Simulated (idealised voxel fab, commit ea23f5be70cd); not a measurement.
Process module in this document: voxel self aligned contacts
cross-section cut | 205 nm wide | cells 5 nm
Cross-section layout: square cells on a grid; listed as bands, top to bottom; a band spans one or more cell rows. In this notation a band is specified by the heights of its top and bottom, in that order and in nm, after which its materials appear from left to right, each paired with its width in nm. The word "all across" attached to a single material means that material fills the band from edge to edge; the word "blank" stands for empty space. Zero point of the height axis is 0; under it, received wafer = one material. Lowest band: continues down indefinitely, "0 -> down". Width spec "30->40" -> top row of cells at first value, bottom row at second value, equal per-row change in between. Step note "no change occurred" = no cross-section cell changed. In "Closed void roster" the enclosed voids are listed, meaning empty spaces of 8 cells or larger without any opening to the top. The form is width x height at distance, distance from the left edge, units nm. Heads up: the bit after the settings on a step's line is the simulator's remark on that step. overlay nm: on a step with a mask, how far right of its planned place the mask lay; negative means left.

### The steps planned for the process are as follows
step 1: RECEIVE, material Si
step 2: OXIDIZE, depth nm 5
step 3: DIRECTIONAL_DEP, material polySi, thk nm 30
step 4: DIRECTIONAL_DEP, material SiN, thk nm 20
step 5: MASKED_ETCH, tone cover, mask id GATE, width nm 25, pitch nm 50, etch materials SiN, depth nm 20, overlay nm 0
step 6: MASKED_ETCH, tone cover, mask id GATE, width nm 25, pitch nm 50, etch materials polySi, depth nm 30, overlay nm 0
step 7: CONFORMAL_DEP, material SiN, thk nm 5
step 8: DIRECTIONAL_ETCH, etch materials SiN, depth nm 5
step 9: FILL_DEP, material SiO2, thk nm 10
step 10: CMP, height nm 55
step 11: DIRECTIONAL_DEP, material aC, thk nm 10
step 12: PATTERN, tone open, mask id CONTACT, material resist, width nm 35, thk nm 25, overlay nm 0
step 13: DIRECTIONAL_ETCH, etch materials aC, depth nm 10
step 14: STRIP, etch materials resist
step 15: DIRECTIONAL_ETCH, etch materials SiO2, depth nm 60
step 16: STRIP, etch materials aC
step 17: CONFORMAL_DEP, material TiN, thk nm 5
step 18: FILL_DEP, material W, thk nm 10
step 19: CMP, height nm 55
step 20: CONFORMAL_DEP, material SiCN, thk nm 5

### first wafer, as planned

### Cross-sectional view of the wafer in its as-received condition, corresponding to the state after step 1
  0 -> down: Si all across
  Closed void roster: none

### Presented here is a cross-section of the wafer after step 2 has been performed
  0 -> -5: SiO2 all across
  Rest of section, below -5: as before.

### Presented here is a cross-section of the wafer after step 3 has been performed
  30 -> 0: polySi all across
  Rest of section, below 0: as before.

### Presented here is a cross-section of the wafer after step 4 has been performed
  50 -> 30: SiN all across
  Rest of section, below 30: as before.

### Presented here is a cross-section of the wafer after step 5 has been performed
  50 -> 30: 65 of blank, then 25 of SiN, then 25 of blank, then 25 of SiN, then 65 of blank
  Rest of section, below 30: as before.

### Presented here is a cross-section of the wafer after step 6 has been performed
  50 -> 30: 65 of blank, then 25 of SiN, then 25 of blank, then 25 of SiN, then 65 of blank
  30 -> 0: 65 of blank, then 25 of polySi, then 25 of blank, then 25 of polySi, then 65 of blank
  Rest of section, below 0: as before.

### Presented here is a cross-section of the wafer after step 7 has been performed
  55 -> 30: 60 of blank, then 35 of SiN, then 15 of blank, then 35 of SiN, then 60 of blank
  30 -> 5: 60 of blank, then 5 of SiN, then 25 of polySi, then 5 of SiN, then 15 of blank, then 5 of SiN, then 25 of polySi, then 5 of SiN, then 60 of blank
  5 -> 0: 65 of SiN, then 25 of polySi, then 25 of SiN, then 25 of polySi, then 65 of SiN
  Rest of section, below 0: as before.

### Presented here is a cross-section of the wafer after step 8 has been performed
  50 -> 30: 60 of blank, then 35 of SiN, then 15 of blank, then 35 of SiN, then 60 of blank
  30 -> 0: 60 of blank, then 5 of SiN, then 25 of polySi, then 5 of SiN, then 15 of blank, then 5 of SiN, then 25 of polySi, then 5 of SiN, then 60 of blank
  Rest of section, below 0: as before.

### Presented here is a cross-section of the wafer after step 9 has been performed
  60 -> 50: SiO2 all across
  50 -> 30: 60 of SiO2, then 35 of SiN, then 15 of SiO2, then 35 of SiN, then 60 of SiO2
  30 -> 0: 60 of SiO2, then 5 of SiN, then 25 of polySi, then 5 of SiN, then 15 of SiO2, then 5 of SiN, then 25 of polySi, then 5 of SiN, then 60 of SiO2
  Rest of section, below 0: as before.

### Presented here is a cross-section of the wafer after step 10 has been performed
  55 -> 50: SiO2 all across
  Rest of section, below 50: as before.

### Presented here is a cross-section of the wafer after step 11 has been performed
  65 -> 55: aC all across
  Rest of section, below 55: as before.

### Presented here is a cross-section of the wafer after step 12 has been performed
  90 -> 65: 85 of resist, then 35 of blank, then 85 of resist
  Rest of section, below 65: as before.

### Presented here is a cross-section of the wafer after step 13 has been performed
  80 -> 65: 85 of resist, then 35 of blank, then 85 of resist
  65 -> 55: 85 of aC, then 35 of blank, then 85 of aC
  Rest of section, below 55: as before.

### Presented here is a cross-section of the wafer after step 14 has been performed
  65 -> 55: 85 of aC, then 35 of blank, then 85 of aC
  Rest of section, below 55: as before.

### Presented here is a cross-section of the wafer after step 15 has been performed
  65 -> 55: 85 of aC, then 35 of blank, then 85 of aC
  55 -> 50: 85 of SiO2, then 35 of blank, then 85 of SiO2
  50 -> 30: 60 of SiO2, then 35 of SiN, then 15 of blank, then 35 of SiN, then 60 of SiO2
  30 -> 0: 60 of SiO2, then 5 of SiN, then 25 of polySi, then 5 of SiN, then 15 of blank, then 5 of SiN, then 25 of polySi, then 5 of SiN, then 60 of SiO2
  0 -> -5: 95 of SiO2, then 15 of blank, then 95 of SiO2
  Rest of section, below -5: as before.

### Presented here is a cross-section of the wafer after step 16 has been performed
  55 -> 50: 85 of SiO2, then 35 of blank, then 85 of SiO2
  Rest of section, below 50: as before.

### Presented here is a cross-section of the wafer after step 17 has been performed
  60 -> 55: 90 of TiN, then 25 of blank, then 90 of TiN
  55 -> 50: 85 of SiO2, then 15 of TiN, then 5 of blank, then 15 of TiN, then 85 of SiO2
  50 -> 30: 60 of SiO2, then 35 of SiN, then 5 of TiN, then 5 of blank, then 5 of TiN, then 35 of SiN, then 60 of SiO2
  30 -> 0: 60 of SiO2, then 5 of SiN, then 25 of polySi, then 5 of SiN, then 5 of TiN, then 5 of blank, then 5 of TiN, then 5 of SiN, then 25 of polySi, then 5 of SiN, then 60 of SiO2
  0 -> -5: 95 of SiO2, then 15 of TiN, then 95 of SiO2
  Rest of section, below -5: as before.

### Presented here is a cross-section of the wafer after step 18 has been performed
  70 -> 60: W all across
  60 -> 55: 90 of TiN, then 25 of W, then 90 of TiN
  55 -> 50: 85 of SiO2, then 15 of TiN, then 5 of W, then 15 of TiN, then 85 of SiO2
  50 -> 30: 60 of SiO2, then 35 of SiN, then 5 of TiN, then 5 of W, then 5 of TiN, then 35 of SiN, then 60 of SiO2
  30 -> 0: 60 of SiO2, then 5 of SiN, then 25 of polySi, then 5 of SiN, then 5 of TiN, then 5 of W, then 5 of TiN, then 5 of SiN, then 25 of polySi, then 5 of SiN, then 60 of SiO2
  Rest of section, below 0: as before.

### Presented here is a cross-section of the wafer after step 19 has been performed
  55 -> 50: 85 of SiO2, then 15 of TiN, then 5 of W, then 15 of TiN, then 85 of SiO2
  Rest of section, below 50: as before.

### Presented here is a cross-section of the wafer after step 20 has been performed
  60 -> 55: SiCN all across
  Rest of section, below 55: as before.

### The second wafer began exactly as the first did and followed the same plan, but one mistake was made while running it; through step 2 inclusive, the two wafers are identical

### Second wafer profile in section, at the moment step 3 of the plan was meant to be complete
  60 -> 0: polySi all across
  Rest of section, below 0: as before.

### Second wafer profile in section, at the moment step 4 of the plan was meant to be complete
  80 -> 60: SiN all across
  Rest of section, below 60: as before.

### Second wafer profile in section, at the moment step 5 of the plan was meant to be complete
  80 -> 60: 65 of blank, then 25 of SiN, then 25 of blank, then 25 of SiN, then 65 of blank
  Rest of section, below 60: as before.

### Second wafer profile in section, at the moment step 6 of the plan was meant to be complete
  80 -> 60: 65 of blank, then 25 of SiN, then 25 of blank, then 25 of SiN, then 65 of blank
  60 -> 30: 65 of blank, then 25 of polySi, then 25 of blank, then 25 of polySi, then 65 of blank
  Rest of section, below 30: as before.

### Second wafer profile in section, at the moment step 7 of the plan was meant to be complete
  85 -> 60: 60 of blank, then 35 of SiN, then 15 of blank, then 35 of SiN, then 60 of blank
  60 -> 35: 60 of blank, then 5 of SiN, then 25 of polySi, then 5 of SiN, then 15 of blank, then 5 of SiN, then 25 of polySi, then 5 of SiN, then 60 of blank
  35 -> 30: 65 of SiN, then 25 of polySi, then 25 of SiN, then 25 of polySi, then 65 of SiN
  Rest of section, below 30: as before.

### Second wafer profile in section, at the moment step 8 of the plan was meant to be complete
  80 -> 60: 60 of blank, then 35 of SiN, then 15 of blank, then 35 of SiN, then 60 of blank
  60 -> 30: 60 of blank, then 5 of SiN, then 25 of polySi, then 5 of SiN, then 15 of blank, then 5 of SiN, then 25 of polySi, then 5 of SiN, then 60 of blank
  Rest of section, below 30: as before.

### Second wafer profile in section, at the moment step 9 of the plan was meant to be complete
  90 -> 80: SiO2 all across
  80 -> 60: 60 of SiO2, then 35 of SiN, then 15 of SiO2, then 35 of SiN, then 60 of SiO2
  60 -> 30: 60 of SiO2, then 5 of SiN, then 25 of polySi, then 5 of SiN, then 15 of SiO2, then 5 of SiN, then 25 of polySi, then 5 of SiN, then 60 of SiO2
  Rest of section, below 30: as before.

### Second wafer profile in section, at the moment step 10 of the plan was meant to be complete
  55 -> 30: 60 of SiO2, then 5 of SiN, then 25 of polySi, then 5 of SiN, then 15 of SiO2, then 5 of SiN, then 25 of polySi, then 5 of SiN, then 60 of SiO2
  Rest of section, below 30: as before.

### Second wafer profile in section, at the moment step 11 of the plan was meant to be complete
  65 -> 55: aC all across
  Rest of section, below 55: as before.

### Second wafer profile in section, at the moment step 12 of the plan was meant to be complete
  90 -> 65: 85 of resist, then 35 of blank, then 85 of resist
  Rest of section, below 65: as before.

### Second wafer profile in section, at the moment step 13 of the plan was meant to be complete
  80 -> 65: 85 of resist, then 35 of blank, then 85 of resist
  65 -> 55: 85 of aC, then 35 of blank, then 85 of aC
  Rest of section, below 55: as before.

### Second wafer profile in section, at the moment step 14 of the plan was meant to be complete
  65 -> 55: 85 of aC, then 35 of blank, then 85 of aC
  Rest of section, below 55: as before.

### Second wafer profile in section, at the moment step 15 of the plan was meant to be complete
  65 -> 55: 85 of aC, then 35 of blank, then 85 of aC
  55 -> 30: 60 of SiO2, then 5 of SiN, then 25 of polySi, then 5 of SiN, then 15 of blank, then 5 of SiN, then 25 of polySi, then 5 of SiN, then 60 of SiO2
  Rest of section, below 30: as before.

### Second wafer profile in section, at the moment step 16 of the plan was meant to be complete
  55 -> 30: 60 of SiO2, then 5 of SiN, then 25 of polySi, then 5 of SiN, then 15 of blank, then 5 of SiN, then 25 of polySi, then 5 of SiN, then 60 of SiO2
  Rest of section, below 30: as before.

### Second wafer profile in section, at the moment step 17 of the plan was meant to be complete
  60 -> 55: 100 of TiN, then 5 of blank, then 100 of TiN
  55 -> 35: 60 of SiO2, then 5 of SiN, then 25 of polySi, then 5 of SiN, then 5 of TiN, then 5 of blank, then 5 of TiN, then 5 of SiN, then 25 of polySi, then 5 of SiN, then 60 of SiO2
  35 -> 30: 60 of SiO2, then 5 of SiN, then 25 of polySi, then 5 of SiN, then 15 of TiN, then 5 of SiN, then 25 of polySi, then 5 of SiN, then 60 of SiO2
  Rest of section, below 30: as before.

### Second wafer profile in section, at the moment step 18 of the plan was meant to be complete
  70 -> 60: W all across
  60 -> 55: 100 of TiN, then 5 of W, then 100 of TiN
  55 -> 35: 60 of SiO2, then 5 of SiN, then 25 of polySi, then 5 of SiN, then 5 of TiN, then 5 of W, then 5 of TiN, then 5 of SiN, then 25 of polySi, then 5 of SiN, then 60 of SiO2
  Rest of section, below 35: as before.

### Second wafer profile in section, at the moment step 19 of the plan was meant to be complete
  55 -> 35: 60 of SiO2, then 5 of SiN, then 25 of polySi, then 5 of SiN, then 5 of TiN, then 5 of W, then 5 of TiN, then 5 of SiN, then 25 of polySi, then 5 of SiN, then 60 of SiO2
  Rest of section, below 35: as before.

### Second wafer profile in section, at the moment step 20 of the plan was meant to be complete
  60 -> 55: SiCN all across
  Rest of section, below 55: as before.
Finding, execution versus plan: twice, step 3 of the plan was run
at the end the second wafer has, in cells: -60 SiN, -151 SiO2, -18 TiN, -7 W, +236 polySi
